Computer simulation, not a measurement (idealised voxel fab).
process module | voxel fin reveal
cross-section cut | 185 nm wide | cells 5 nm
A cross-section is a grid of square cells, given in bands from the top down. A band is one or more rows of cells.
Each band's line starts with the height of the band's top and of its bottom, in nm. Then come its materials from left to right, each with its width in nm. One material with "throughout" fills the band from edge to edge. "air" is empty space.
Height 0 is the level under which the wafer as received is all one material. The lowest band goes on downwards, as in "0 down".
A width such as "30 to 40" changes by the same amount from each row of cells to the next, from the band's top row to its bottom row.
"no change" after a step means that no cell of the cross-section changed.
closed voids: empty space of 8 cells or more with no open way to the top, each as width x height at its distance from the left edge, in nm
after a step's settings: what the simulator itself notes on the step
overlay nm, on a step with a mask: how far to the right of its planned place the mask lay; to the left if negative
plan
1 op RECEIVE | material Si
2 op CONFORMAL_DEP | material SiN | thk nm 5
3 op MASKED_ETCH | tone cover | mask id FINS | width nm 15 | pitch nm 45 | etch materials SiN | depth nm 5 | overlay nm 0
4 op MASKED_ETCH | tone cover | mask id FINS | width nm 15 | pitch nm 45 | etch materials Si | depth nm 40 | overlay nm 0
5 op OXIDIZE | depth nm 5
6 op FILL_DEP | material SiO2 | thk nm 5
7 op CMP | height nm 5
8 op SELECTIVE_ETCH | etch materials SiO2 | depth nm 25
9 op STRIP | etch materials SiN
as received, after step 1
  0 down: Si throughout
  closed voids: none
a wafer at the end: this start, this plan, one mistake
  0 to -5: Si 10 | air 25 | Si 20 | air 25 | Si 20 | air 25 | Si 20 | air 25 | Si 15
  -5 down: Si throughout
  closed voids: none
what went wrong: step 3 ran as: op MASKED_ETCH | tone open | mask id FINS | width nm 15 | pitch nm 45 | etch materials SiN | depth nm 5 | overlay nm 0
